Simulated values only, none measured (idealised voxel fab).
A process module follows: voxel capacitor over wiring.
The cross-section shown here is cut; it is 165 nm wide and divided into square cells measuring 5 nm on a side.
Format of a cross-section: grid, square cells. Given as bands. Order: top down. Band: one or more rows of cells.
Each band's line starts with the height of the band's top and of its bottom, in nm. Then come its materials from left to right, each with its width in nm. One material with "all across" fills the band from edge to edge. "empty" is empty space.
Heads up on the height convention: 0 is the point under which the incoming wafer is all one material, and the lowest band has no bottom, it just keeps going down, like "0 -> down".
Per-row width for "30..40": begins at first number (top row of band), ends at second number (bottom row), increment between rows held constant.
You'll sometimes find "nothing got changed" written for a step, and that's the way of saying that nowhere in the cross-section did a cell change during that step.
"Encapsulated voids" specifies each empty space that is not open to the top and that occupies no fewer than 8 cells, using the form width x height at distance, the distance measured from the left edge and all three quantities in nm.
On a step's line, text after the settings is the simulator commenting on that step.
overlay nm: right-of-plan distance of the mask on a masked step; negative values mean left-of-plan.
Read each pair as before and after one process step. The after cross-section shows only down to the lowest band that changed. The step between them and its settings are given below the pair. Pairs can come from different runs of this module on the same starting wafer. A pair continues from the pair above only where its "Status quo ante" entry says so.
# Status quo ante
- 85 -> 75 | SiO2 all across
- 75 -> 70 | 40 SiO2, then 55 TiN, then 70 SiO2
- 70 -> 65 | 40 SiO2, then 55 SiN, then 70 SiO2
- 65 -> 55 | 35 SiO2, then 65 TiN, then 65 SiO2
- 55 -> 40 | 40 SiO2, then 15 Ru, then 110 SiO2
- 40 -> 35 | 40 SiCN, then 15 Ru, then 110 SiCN
- 35 -> 20 | 15 lowk, then 5 SiCN, then 40 W, then 5 SiCN, then 30 lowk, then 5 SiCN, then 40 W, then 5 SiCN, then 20 lowk
- 20 -> 15 | 20 SiCN, then 40 TiN, then 40 SiCN, then 40 TiN, then 25 SiCN
- 15 -> 0 | SiO2 all across
- 0 -> down | Si all across
- Encapsulated voids: none
# Cross-Section After Step
- 85 -> 75 | 50 SiO2, then 15 empty, then 100 SiO2
- Below 75 it's all the same as before, nothing changed down there.
- Encapsulated voids: none
Step that separates the before view from the after view above: MASKED_ETCH with tone open, mask id PLUG_2, width nm 15, etch materials SiO2, depth nm 10, overlay nm 0
Status quo ante: The prior state of this step coincides with the post-step cross-section of the pair just above.
# Cross-Section After Step
- 90 -> 85 | 55 TiN, then 5 empty, then 105 TiN
- 85 -> 80 | 50 SiO2, then 5 TiN, then 5 empty, then 5 TiN, then 100 SiO2
- 80 -> 70 | 50..40 SiO2, then 15..55 TiN, then 100..70 SiO2
- Below 70 it's all the same as before, nothing changed down there.
- Encapsulated voids: none
Step that separates the before view from the after view above: CONFORMAL_DEP with material TiN, thk nm 5
Status quo ante: The prior state of this step coincides with the post-step cross-section of the pair just above.
# Cross-Section After Step
- 95 -> 90 | Cu all across
- 90 -> 85 | 55 TiN, then 5 Cu, then 105 TiN
- 85 -> 80 | 50 SiO2, then 5 TiN, then 5 Cu, then 5 TiN, then 100 SiO2
- Below 80 it's all the same as before, nothing changed down there.
- Encapsulated voids: none
Step that separates the before view from the after view above: FILL_DEP with material Cu, thk nm 5
Status quo ante: The prior state of this step coincides with the post-step cross-section of the pair just above.
# Cross-Section After Step
- 85 -> 80 | 50 SiO2, then 5 TiN, then 5 Cu, then 5 TiN, then 100 SiO2
- Below 80 it's all the same as before, nothing changed down there.
- Encapsulated voids: none
Step that separates the before view from the after view above: CMP with height nm 85
Status quo ante: The prior state of this step coincides with the post-step cross-section of the pair just above.
# Cross-Section After Step
- 90 -> 85 | SiN all across
- Below 85 it's all the same as before, nothing changed down there.
- Encapsulated voids: none
Step that separates the before view from the after view above: CONFORMAL_DEP with material SiN, thk nm 5
# Status quo ante
- 55 -> 40 | SiO2 all across
- 40 -> 35 | SiCN all across
- 35 -> 20 | 20 lowk, then 5 SiCN, then 30 W, then 5 SiCN, then 40 lowk, then 5 SiCN, then 30 W, then 5 SiCN, then 25 lowk
- 20 -> 15 | 25 SiCN, then 30 TiN, then 50 SiCN, then 30 TiN, then 30 SiCN
- 15 -> 0 | SiO2 all across
- 0 -> down | Si all across
- Encapsulated voids: none
# Cross-Section After Step
- 55 -> 40 | 35 SiO2, then 15 empty, then 115 SiO2
- Below 40 it's all the same as before, nothing changed down there.
- Encapsulated voids: none
Step that separates the before view from the after view above: MASKED_ETCH with tone open, mask id PLUG_1, width nm 15, etch materials SiO2, depth nm 15, overlay nm -5
Status quo ante: The prior state of this step coincides with the post-step cross-section of the pair just above.
# Cross-Section After Step
- 55 -> 40 | 35 SiO2, then 15 empty, then 115 SiO2
- 40 -> 35 | 40 SiCN, then 10 empty, then 115 SiCN
- Below 35 it's all the same as before, nothing changed down there.
- Encapsulated voids: none
Step that separates the before view from the after view above: MASKED_ETCH with tone open, mask id PLUG_1, width nm 15, etch materials SiCN, depth nm 5, overlay nm 0
Status quo ante: The prior state of this step coincides with the post-step cross-section of the pair just above.
# Cross-Section After Step
- 55 -> 45 | 35 SiO2, then 15 empty, then 115 SiO2
- 45 -> 40 | 35 SiO2, then 15 Ru, then 115 SiO2
- 40 -> 35 | 40 SiCN, then 10 Ru, then 115 SiCN
- Below 35 it's all the same as before, nothing changed down there.
- Encapsulated voids: none
Step that separates the before view from the after view above: EPI with material Ru, thk nm 10
Status quo ante: The prior state of this step coincides with the post-step cross-section of the pair just above.
# Cross-Section After Step
- 55 -> 40 | 35 SiO2, then 15 Ru, then 115 SiO2
- Below 40 it's all the same as before, nothing changed down there.
- Encapsulated voids: none
Step that separates the before view from the after view above: EPI with material Ru, thk nm 10
Status quo ante: The prior state of this step coincides with the post-step cross-section of the pair just above.
# Cross-Section After Step
- 65 -> 55 | TiN all across
- Below 55 it's all the same as before, nothing changed down there.
- Encapsulated voids: none
Step that separates the before view from the after view above: DIRECTIONAL_DEP with material TiN, thk nm 10
Status quo ante: The prior state of this step coincides with the post-step cross-section of the pair just above.
# Cross-Section After Step
- 70 -> 65 | SiN all across
- Below 65 it's all the same as before, nothing changed down there.
- Encapsulated voids: none
Step that separates the before view from the after view above: DIRECTIONAL_DEP with material SiN, thk nm 5
Status quo ante: The prior state of this step coincides with the post-step cross-section of the pair just above.
# Cross-Section After Step
- 75 -> 70 | TiN all across
- Below 70 it's all the same as before, nothing changed down there.
- Encapsulated voids: none
Step that separates the before view from the after view above: DIRECTIONAL_DEP with material TiN, thk nm 5
Status quo ante: The prior state of this step coincides with the post-step cross-section of the pair just above.
# Cross-Section After Step
- 90 -> 75 | 40 empty, then 55 resist, then 70 empty
- Below 75 it's all the same as before, nothing changed down there.
- Encapsulated voids: none
Step that separates the before view from the after view above: PATTERN with tone cover, mask id UPPER_PLATE, material resist, width nm 55, thk nm 15, overlay nm 0
Status quo ante: The prior state of this step coincides with the post-step cross-section of the pair just above.
# Cross-Section After Step
- 90 -> 75 | 40 empty, then 55 resist, then 70 empty
- 75 -> 70 | 40 empty, then 55 TiN, then 70 empty
- Below 70 it's all the same as before, nothing changed down there.
- Encapsulated voids: none
Step that separates the before view from the after view above: DIRECTIONAL_ETCH with etch materials TiN, depth nm 5
Status quo ante: The prior state of this step coincides with the post-step cross-section of the pair just above.
# Cross-Section After Step
- 90 -> 75 | 40 empty, then 55 resist, then 70 empty
- 75 -> 70 | 40 empty, then 55 TiN, then 70 empty
- 70 -> 65 | 40 empty, then 55 SiN, then 70 empty
- Below 65 it's all the same as before, nothing changed down there.
- Encapsulated voids: none
Step that separates the before view from the after view above: DIRECTIONAL_ETCH with etch materials SiN, depth nm 5
Status quo ante: The prior state of this step coincides with the post-step cross-section of the pair just above.
# Cross-Section After Step
- 75 -> 70 | 40 empty, then 55 TiN, then 70 empty
- Below 70 it's all the same as before, nothing changed down there.
- Encapsulated voids: none
Step that separates the before view from the after view above: STRIP with etch materials resist
Status quo ante: The prior state of this step coincides with the post-step cross-section of the pair just above.
# Cross-Section After Step
- 75 -> 70 | 40 empty, then 55 TiN, then 70 empty
- 70 -> 65 | 40 empty, then 55 SiN, then 70 empty
- 65 -> 55 | 35 empty, then 65 TiN, then 65 empty
- Below 55 it's all the same as before, nothing changed down there.
- Encapsulated voids: none
Step that separates the before view from the after view above: MASKED_ETCH with tone cover, mask id LOWER_PLATE, width nm 65, etch materials TiN, depth nm 10, overlay nm 0
Status quo ante: The prior state of this step coincides with the post-step cross-section of the pair just above.
# Cross-Section After Step
- 90 -> 75 | SiO2 all across
- 75 -> 70 | 40 SiO2, then 55 TiN, then 70 SiO2
- 70 -> 65 | 40 SiO2, then 55 SiN, then 70 SiO2
- 65 -> 55 | 35 SiO2, then 65 TiN, then 65 SiO2
- Below 55 it's all the same as before, nothing changed down there.
- Encapsulated voids: none
Step that separates the before view from the after view above: FILL_DEP with material SiO2, thk nm 15
Status quo ante: The prior state of this step coincides with the post-step cross-section of the pair just above.
# Cross-Section After Step
- 85 -> 75 | SiO2 all across
- Below 75 it's all the same as before, nothing changed down there.
- Encapsulated voids: none
Step that separates the before view from the after view above: CMP with height nm 85
Status quo ante: The prior state of this step coincides with the post-step cross-section of the pair just above.
# Cross-Section After Step
- 85 -> 75 | 50 SiO2, then 15 empty, then 100 SiO2
- Below 75 it's all the same as before, nothing changed down there.
- Encapsulated voids: none
Step that separates the before view from the after view above: MASKED_ETCH with tone open, mask id PLUG_2, width nm 15, etch materials SiO2, depth nm 10, overlay nm 0
Status quo ante: The prior state of this step coincides with the post-step cross-section of the pair just above.
# Cross-Section After Step
- 90 -> 85 | 55 TiN, then 5 empty, then 105 TiN
- 85 -> 80 | 50 SiO2, then 5 TiN, then 5 empty, then 5 TiN, then 100 SiO2
- 80 -> 70 | 50..40 SiO2, then 15..55 TiN, then 100..70 SiO2
- Below 70 it's all the same as before, nothing changed down there.
- Encapsulated voids: none
Step that separates the before view from the after view above: CONFORMAL_DEP with material TiN, thk nm 5
Status quo ante: The prior state of this step coincides with the post-step cross-section of the pair just above.
# Cross-Section After Step
- 95 -> 90 | Cu all across
- 90 -> 85 | 55 TiN, then 5 Cu, then 105 TiN
- 85 -> 80 | 50 SiO2, then 5 TiN, then 5 Cu, then 5 TiN, then 100 SiO2
- Below 80 it's all the same as before, nothing changed down there.
- Encapsulated voids: none
Step that separates the before view from the after view above: FILL_DEP with material Cu, thk nm 5
Status quo ante: The prior state of this step coincides with the post-step cross-section of the pair just above.
# Cross-Section After Step
- 85 -> 80 | 50 SiO2, then 5 TiN, then 5 Cu, then 5 TiN, then 100 SiO2
- Below 80 it's all the same as before, nothing changed down there.
- Encapsulated voids: none
Step that separates the before view from the after view above: CMP with height nm 85
Status quo ante: The prior state of this step coincides with the post-step cross-section of the pair just above.
# Cross-Section After Step
- 90 -> 85 | SiN all across
- Below 85 it's all the same as before, nothing changed down there.
- Encapsulated voids: none
Step that separates the before view from the after view above: CONFORMAL_DEP with material SiN, thk nm 5
# Status quo ante
- 20 -> 15 | TiN all across
- 15 -> 0 | SiO2 all across
- 0 -> down | Si all across
- Encapsulated voids: none
# Cross-Section After Step
- 35 -> 20 | Cu all across
- Below 20 it's all the same as before, nothing changed down there.
- Encapsulated voids: none
Step that separates the before view from the after view above: DIRECTIONAL_DEP with material Cu, thk nm 15
Status quo ante: The prior state of this step coincides with the post-step cross-section of the pair just above.
# Cross-Section After Step
- 45 -> 35 | aC all across
- Below 35 it's all the same as before, nothing changed down there.
- Encapsulated voids: none
Step that separates the before view from the after view above: DIRECTIONAL_DEP with material aC, thk nm 10
Status quo ante: The prior state of this step coincides with the post-step cross-section of the pair just above.
# Cross-Section After Step
- 70 -> 45 | 25 empty, then 30 resist, then 50 empty, then 30 resist, then 30 empty
- Below 45 it's all the same as before, nothing changed down there.
- Encapsulated voids: none
Step that separates the before view from the after view above: PATTERN with tone cover, mask id METAL_1, material resist, width nm 30, pitch nm 80, thk nm 25, overlay nm 0
Status quo ante: The prior state of this step coincides with the post-step cross-section of the pair just above.
# Cross-Section After Step
- 60 -> 45 | 25 empty, then 30 resist, then 50 empty, then 30 resist, then 30 empty
- 45 -> 35 | 25 empty, then 30 aC, then 50 empty, then 30 aC, then 30 empty
- Below 35 it's all the same as before, nothing changed down there.
- Encapsulated voids: none
Step that separates the before view from the after view above: DIRECTIONAL_ETCH with etch materials aC, depth nm 10
Status quo ante: The prior state of this step coincides with the post-step cross-section of the pair just above.
# Cross-Section After Step
- 45 -> 35 | 25 empty, then 30 aC, then 50 empty, then 30 aC, then 30 empty
- Below 35 it's all the same as before, nothing changed down there.
- Encapsulated voids: none
Step that separates the before view from the after view above: STRIP with etch materials resist
Status quo ante: The prior state of this step coincides with the post-step cross-section of the pair just above.
# Cross-Section After Step
- 35 -> 20 | Cu all across
- Below 20 it's all the same as before, nothing changed down there.
- Encapsulated voids: none
Step that separates the before view from the after view above: STRIP with etch materials aC
Status quo ante: The prior state of this step coincides with the post-step cross-section of the pair just above.
# Cross-Section After Step
- 40 -> 35 | SiCN all across
- Below 35 it's all the same as before, nothing changed down there.
- Encapsulated voids: none
Step that separates the before view from the after view above: CONFORMAL_DEP with material SiCN, thk nm 5
Status quo ante: The prior state of this step coincides with the post-step cross-section of the pair just above.
# Cross-Section After Step
- 45 -> 40 | lowk all across
- Below 40 it's all the same as before, nothing changed down there.
- Encapsulated voids: none
Step that separates the before view from the after view above: FILL_DEP with material lowk, thk nm 5
Status quo ante: The prior state of this step coincides with the post-step cross-section of the pair just above.
# Cross-Section After Step
- 35 -> 20 | Cu all across
- Below 20 it's all the same as before, nothing changed down there.
- Encapsulated voids: none
Step that separates the before view from the after view above: CMP with height nm 35
# Status quo ante
- 40 -> 35 | SiCN all across
- 35 -> 20 | Cu all across
- 20 -> 15 | TiN all across
- 15 -> 0 | SiO2 all across
- 0 -> down | Si all across
- Encapsulated voids: none
# Cross-Section After Step
- 55 -> 40 | SiO2 all across
- Below 40 it's all the same as before, nothing changed down there.
- Encapsulated voids: none
Step that separates the before view from the after view above: DIRECTIONAL_DEP with material SiO2, thk nm 15
Status quo ante: The prior state of this step coincides with the post-step cross-section of the pair just above.
# Cross-Section After Step
- 55 -> 40 | 40 SiO2, then 15 empty, then 110 SiO2
- Below 40 it's all the same as before, nothing changed down there.
- Encapsulated voids: none
Step that separates the before view from the after view above: MASKED_ETCH with tone open, mask id PLUG_1, width nm 15, etch materials SiO2, depth nm 15, overlay nm 0
Status quo ante: The prior state of this step coincides with the post-step cross-section of the pair just above.
# Cross-Section After Step
- 55 -> 40 | 40 SiO2, then 15 empty, then 110 SiO2
- 40 -> 35 | 40 SiCN, then 15 empty, then 110 SiCN
- Below 35 it's all the same as before, nothing changed down there.
- Encapsulated voids: none
Step that separates the before view from the after view above: MASKED_ETCH with tone open, mask id PLUG_1, width nm 15, etch materials SiCN, depth nm 5, overlay nm 0
Status quo ante: The prior state of this step coincides with the post-step cross-section of the pair just above.
# Cross-Section After Step
- 55 -> 45 | 40 SiO2, then 15 empty, then 110 SiO2
- 45 -> 40 | 40 SiO2, then 15 Ru, then 110 SiO2
- 40 -> 35 | 40 SiCN, then 15 Ru, then 110 SiCN
- Below 35 it's all the same as before, nothing changed down there.
- Encapsulated voids: none
Step that separates the before view from the after view above: EPI with material Ru, thk nm 10
Status quo ante: The prior state of this step coincides with the post-step cross-section of the pair just above.
# Cross-Section After Step
- 55 -> 40 | 40 SiO2, then 15 Ru, then 110 SiO2
- Below 40 it's all the same as before, nothing changed down there.
- Encapsulated voids: none
Step that separates the before view from the after view above: EPI with material Ru, thk nm 10
Status quo ante: The prior state of this step coincides with the post-step cross-section of the pair just above.
# Cross-Section After Step
- 65 -> 55 | TiN all across
- Below 55 it's all the same as before, nothing changed down there.
- Encapsulated voids: none
Step that separates the before view from the after view above: DIRECTIONAL_DEP with material TiN, thk nm 10
Status quo ante: The prior state of this step coincides with the post-step cross-section of the pair just above.
# Cross-Section After Step
- 70 -> 65 | SiN all across
- Below 65 it's all the same as before, nothing changed down there.
- Encapsulated voids: none
Step that separates the before view from the after view above: DIRECTIONAL_DEP with material SiN, thk nm 5
Status quo ante: The prior state of this step coincides with the post-step cross-section of the pair just above.
# Cross-Section After Step
- 75 -> 70 | TiN all across
- Below 70 it's all the same as before, nothing changed down there.
- Encapsulated voids: none
Step that separates the before view from the after view above: DIRECTIONAL_DEP with material TiN, thk nm 5
Status quo ante: The prior state of this step coincides with the post-step cross-section of the pair just above.
# Cross-Section After Step
- 90 -> 75 | 40 empty, then 55 resist, then 70 empty
- Below 75 it's all the same as before, nothing changed down there.
- Encapsulated voids: none
Step that separates the before view from the after view above: PATTERN with tone cover, mask id UPPER_PLATE, material resist, width nm 55, thk nm 15, overlay nm 0
Status quo ante: The prior state of this step coincides with the post-step cross-section of the pair just above.
# Cross-Section After Step
- 90 -> 75 | 40 empty, then 55 resist, then 70 empty
- 75 -> 70 | 40 empty, then 55 TiN, then 70 empty
- Below 70 it's all the same as before, nothing changed down there.
- Encapsulated voids: none
Step that separates the before view from the after view above: DIRECTIONAL_ETCH with etch materials TiN, depth nm 5
Status quo ante: The prior state of this step coincides with the post-step cross-section of the pair just above.
# Cross-Section After Step
- 90 -> 75 | 40 empty, then 55 resist, then 70 empty
- 75 -> 70 | 40 empty, then 55 TiN, then 70 empty
- 70 -> 65 | 40 empty, then 55 SiN, then 70 empty
- Below 65 it's all the same as before, nothing changed down there.
- Encapsulated voids: none
Step that separates the before view from the after view above: DIRECTIONAL_ETCH with etch materials SiN, depth nm 5
Status quo ante: The prior state of this step coincides with the post-step cross-section of the pair just above.
# Cross-Section After Step
- 75 -> 70 | 40 empty, then 55 TiN, then 70 empty
- Below 70 it's all the same as before, nothing changed down there.
- Encapsulated voids: none
Step that separates the before view from the after view above: STRIP with etch materials resist
Status quo ante: The prior state of this step coincides with the post-step cross-section of the pair just above.
# Cross-Section After Step
- 75 -> 70 | 40 empty, then 55 TiN, then 70 empty
- 70 -> 65 | 40 empty, then 55 SiN, then 70 empty
- 65 -> 55 | 35 empty, then 65 TiN, then 65 empty
- Below 55 it's all the same as before, nothing changed down there.
- Encapsulated voids: none
Step that separates the before view from the after view above: MASKED_ETCH with tone cover, mask id LOWER_PLATE, width nm 65, etch materials TiN, depth nm 10, overlay nm 0
Status quo ante: The prior state of this step coincides with the post-step cross-section of the pair just above.
# Cross-Section After Step
- 90 -> 75 | SiO2 all across
- 75 -> 70 | 40 SiO2, then 55 TiN, then 70 SiO2
- 70 -> 65 | 40 SiO2, then 55 SiN, then 70 SiO2
- 65 -> 55 | 35 SiO2, then 65 TiN, then 65 SiO2
- Below 55 it's all the same as before, nothing changed down there.
- Encapsulated voids: none
Step that separates the before view from the after view above: FILL_DEP with material SiO2, thk nm 15
Status quo ante: The prior state of this step coincides with the post-step cross-section of the pair just above.
# Cross-Section After Step
- 85 -> 75 | SiO2 all across
- Below 75 it's all the same as before, nothing changed down there.
- Encapsulated voids: none
Step that separates the before view from the after view above: CMP with height nm 85
Status quo ante: The prior state of this step coincides with the post-step cross-section of the pair just above.
# Cross-Section After Step
- 85 -> 75 | 50 SiO2, then 15 empty, then 100 SiO2
- Below 75 it's all the same as before, nothing changed down there.
- Encapsulated voids: none
Step that separates the before view from the after view above: MASKED_ETCH with tone open, mask id PLUG_2, width nm 15, etch materials SiO2, depth nm 10, overlay nm 0
Status quo ante: The prior state of this step coincides with the post-step cross-section of the pair just above.
# Cross-Section After Step
- 90 -> 85 | 55 TiN, then 5 empty, then 105 TiN
- 85 -> 80 | 50 SiO2, then 5 TiN, then 5 empty, then 5 TiN, then 100 SiO2
- 80 -> 70 | 50..40 SiO2, then 15..55 TiN, then 100..70 SiO2
- Below 70 it's all the same as before, nothing changed down there.
- Encapsulated voids: none
Step that separates the before view from the after view above: CONFORMAL_DEP with material TiN, thk nm 5
Status quo ante: The prior state of this step coincides with the post-step cross-section of the pair just above.
# Cross-Section After Step
- 95 -> 90 | Cu all across
- 90 -> 85 | 55 TiN, then 5 Cu, then 105 TiN
- 85 -> 80 | 50 SiO2, then 5 TiN, then 5 Cu, then 5 TiN, then 100 SiO2
- Below 80 it's all the same as before, nothing changed down there.
- Encapsulated voids: none
Step that separates the before view from the after view above: FILL_DEP with material Cu, thk nm 5
Status quo ante: The prior state of this step coincides with the post-step cross-section of the pair just above.
# Cross-Section After Step
- 85 -> 80 | 50 SiO2, then 5 TiN, then 5 Cu, then 5 TiN, then 100 SiO2
- Below 80 it's all the same as before, nothing changed down there.
- Encapsulated voids: none
Step that separates the before view from the after view above: CMP with height nm 85
Status quo ante: The prior state of this step coincides with the post-step cross-section of the pair just above.
# Cross-Section After Step
- 90 -> 85 | SiN all across
- Below 85 it's all the same as before, nothing changed down there.
- Encapsulated voids: none
Step that separates the before view from the after view above: CONFORMAL_DEP with material SiN, thk nm 5
# Status quo ante
- 75 -> 70 | 40 empty, then 55 TiN, then 70 empty
- 70 -> 65 | 40 empty, then 55 SiN, then 70 empty
- 65 -> 55 | TiN all across
- 55 -> 40 | 40 SiO2, then 15 Ru, then 110 SiO2
- 40 -> 35 | 40 SiCN, then 15 Ru, then 110 SiCN
- 35 -> 20 | 20 lowk, then 5 SiCN, then 30 W, then 5 SiCN, then 40 lowk, then 5 SiCN, then 30 W, then 5 SiCN, then 25 lowk
- 20 -> 15 | 25 SiCN, then 30 TiN, then 50 SiCN, then 30 TiN, then 30 SiCN
- 15 -> 0 | SiO2 all across
- 0 -> down | Si all across
- Encapsulated voids: none
# Cross-Section After Step
- 70 -> 65 | 40 empty, then 55 SiN, then 70 empty
- 65 -> 55 | 35 TiN, then 5 empty, then 55 TiN, then 5 empty, then 65 TiN
- Below 55 it's all the same as before, nothing changed down there.
- Encapsulated voids: none
Step that separates the before view from the after view above: MASKED_ETCH with tone open, mask id LOWER_PLATE, width nm 65, etch materials TiN, depth nm 10, overlay nm 0
Status quo ante: The prior state of this step coincides with the post-step cross-section of the pair just above.
# Cross-Section After Step
- 85 -> 70 | SiO2 all across
- 70 -> 65 | 40 SiO2, then 55 SiN, then 70 SiO2
- 65 -> 55 | 35 TiN, then 5 SiO2, then 55 TiN, then 5 SiO2, then 65 TiN
- Below 55 it's all the same as before, nothing changed down there.
- Encapsulated voids: none
Step that separates the before view from the after view above: FILL_DEP with material SiO2, thk nm 15
Status quo ante: The prior state of this step coincides with the post-step cross-section of the pair just above.
# Cross-Section After Step
- 85 -> 75 | 50 SiO2, then 15 empty, then 100 SiO2
- Below 75 it's all the same as before, nothing changed down there.
- Encapsulated voids: none
Step that separates the before view from the after view above: MASKED_ETCH with tone open, mask id PLUG_2, width nm 15, etch materials SiO2, depth nm 10, overlay nm 0
Status quo ante: The prior state of this step coincides with the post-step cross-section of the pair just above.
# Cross-Section After Step
- 90 -> 85 | 55 TiN, then 5 empty, then 105 TiN
- 85 -> 80 | 50 SiO2, then 5 TiN, then 5 empty, then 5 TiN, then 100 SiO2
- 80 -> 75 | 50 SiO2, then 15 TiN, then 100 SiO2
- Below 75 it's all the same as before, nothing changed down there.
- Encapsulated voids: none
Step that separates the before view from the after view above: CONFORMAL_DEP with material TiN, thk nm 5
Status quo ante: The prior state of this step coincides with the post-step cross-section of the pair just above.
# Cross-Section After Step
- 95 -> 90 | Cu all across
- 90 -> 85 | 55 TiN, then 5 Cu, then 105 TiN
- 85 -> 80 | 50 SiO2, then 5 TiN, then 5 Cu, then 5 TiN, then 100 SiO2
- Below 80 it's all the same as before, nothing changed down there.
- Encapsulated voids: none
Step that separates the before view from the after view above: FILL_DEP with material Cu, thk nm 5
Status quo ante: The prior state of this step coincides with the post-step cross-section of the pair just above.
# Cross-Section After Step
- 85 -> 80 | 50 SiO2, then 5 TiN, then 5 Cu, then 5 TiN, then 100 SiO2
- Below 80 it's all the same as before, nothing changed down there.
- Encapsulated voids: none
Step that separates the before view from the after view above: CMP with height nm 85
Status quo ante: The prior state of this step coincides with the post-step cross-section of the pair just above.
# Cross-Section After Step
- 90 -> 85 | SiN all across
- Below 85 it's all the same as before, nothing changed down there.
- Encapsulated voids: none
Step that separates the before view from the after view above: CONFORMAL_DEP with material SiN, thk nm 5
